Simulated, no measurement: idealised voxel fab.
This is a process module. Its name is voxel ribs on slabs.
Cross-section cut: width 140 nm, square cells of 5 nm.
Cross-sections here: square-cell grids, written as top-down lists of bands, a band being one or more rows of cells. For a band, the entry starts with two heights in nm, that of the top and then that of the bottom, and carries on with the band's materials in order from left to right, each alongside its width in nm; the word "all across" beside a single material means it fills the band edge to edge, and "empty" means empty space. Height reference: 0 = level under which incoming wafer is all one material. Lowest band: no bottom, runs on downward, e.g. "0 nm and below". Note: "30 to 40" means the width goes from the first number (top row of the band) to the second number (bottom row) in equal steps per row of cells. For the purposes of this document, the phrase "remains unaltered" attached to a step denotes that no cell within the cross-section was modified by that step. This entry, "Enclosed void list", enumerates those empty regions of no fewer than 8 cells that possess no open connection to the top. Each region is reported in the form width x height at distance, the distance being taken from the left edge, with all three quantities expressed in nm. Anything after a step's settings on that line? It's the simulator's own note about the step. overlay nm: how far to the right of its planned place the mask lay on this masked step (negative: to the left).
### The planned process steps are enumerated hereunder
| 1 | RECEIVE: material Si |
| 2 | DIRECTIONAL_DEP: material SiO2, thk nm 20 |
| 3 | DIRECTIONAL_DEP: material SiN, thk nm 15 |
| 4 | DIRECTIONAL_DEP: material aC, thk nm 15 |
| 5 | PATTERN: tone cover, mask id RIB, material resist, width nm 25, thk nm 35, overlay nm 0 |
| 6 | DIRECTIONAL_ETCH: etch materials aC, depth nm 15 |
| 7 | STRIP: etch materials resist |
| 8 | DIRECTIONAL_ETCH: etch materials SiN, depth nm 10 |
| 9 | STRIP: etch materials aC |
| 10 | DIRECTIONAL_DEP: material aC, thk nm 10 |
| 11 | PATTERN: tone cover, mask id SLAB, material resist, width nm 75, thk nm 30, overlay nm 0 |
| 12 | DIRECTIONAL_ETCH: etch materials aC, depth nm 10 |
| 13 | STRIP: etch materials resist |
| 14 | DIRECTIONAL_ETCH: etch materials SiN, depth nm 5 |
| 15 | STRIP: etch materials aC |
| 16 | FILL_DEP: material SiO2, thk nm 20 |
| 17 | CMP: height nm 50 |
| 18 | DIRECTIONAL_DEP: material W, thk nm 10 |
| 19 | MASKED_ETCH: tone cover, mask id HEATER, width nm 35, etch materials W, depth nm 10, overlay nm -15 |
| 20 | CONFORMAL_DEP: material SiO2, thk nm 10 |
Heads up: all these wafers start the same, and what changes between them is the overlay nm in step 19. The value you see in the plan is just what the first wafer got.
### As-received cross-section, first of several wafers, post step 1
  0 nm and below: Si all across
  Enclosed void list: none
### Note: the following table is arranged by wafer, a row apiece. Each row reports the end-of-module state: per material, cells gained (+) or cells lost (-) compared with the wafer as received; closed voids follow
overlay nm -15, +25 SiN, +319 SiO2, +14 W, Enclosed void list: none
overlay nm -10, +25 SiN, +319 SiO2, +14 W, Enclosed void list: none
overlay nm -5, +25 SiN, +319 SiO2, +14 W, Enclosed void list: none
overlay nm 0, +25 SiN, +319 SiO2, +14 W, Enclosed void list: none
overlay nm 5, +25 SiN, +319 SiO2, +14 W, Enclosed void list: none
overlay nm 10, +25 SiN, +319 SiO2, +14 W, Enclosed void list: none
overlay nm 15, +25 SiN, +319 SiO2, +14 W, Enclosed void list: none
